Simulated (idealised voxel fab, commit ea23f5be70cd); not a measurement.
process module | voxel double patterning
cross-section cut | 290 nm wide | cells 5 nm
A cross-section is a grid of square cells, given in bands from the top down. A band is one or more rows of cells.
Each band's line starts with the height of the band's top and of its bottom, in nm. Then come its materials from left to right, each with its width in nm. One material with "throughout" fills the band from edge to edge. "air" is empty space.
Height 0 is the level under which the wafer as received is all one material. The lowest band goes on downwards, as in "0 down".
A width such as "30 to 40" changes by the same amount from each row of cells to the next, from the band's top row to its bottom row.
"no change" after a step means that no cell of the cross-section changed.
closed voids: empty space of 8 cells or more with no open way to the top, each as width x height at its distance from the left edge, in nm
after a step's settings: what the simulator itself notes on the step
overlay nm, on a step with a mask: how far to the right of its planned place the mask lay; to the left if negative
plan
1 op RECEIVE | material Si
2 op CONFORMAL_DEP | material SiO2 | thk nm 5
3 op DIRECTIONAL_DEP | material TiN | thk nm 10
4 op DIRECTIONAL_DEP | material SiCN | thk nm 5
5 op MASKED_ETCH | tone open | mask id FIRST | width nm 15 | pitch nm 50 | etch materials SiCN | depth nm 5 | overlay nm 0
6 op MASKED_ETCH | tone open | mask id SECOND | width nm 15 | pitch nm 50 | etch materials SiCN | depth nm 5 | overlay nm 0
7 op DIRECTIONAL_ETCH | etch materials TiN | depth nm 10
8 op STRIP | etch materials SiCN
as received, after step 1
  0 down: Si throughout
  closed voids: none
a wafer at the end: this start, this plan, one mistake
  25 to 15: TiN 85 | air 15 | TiN 10 | air 15 | TiN 10 | air 15 | TiN 10 | air 15 | TiN 10 | air 15 | TiN 90
  15 to 0: SiO2 throughout
  0 down: Si throughout
  closed voids: none
what went wrong: step 2 ran as: op CONFORMAL_DEP | material SiO2 | thk nm 15
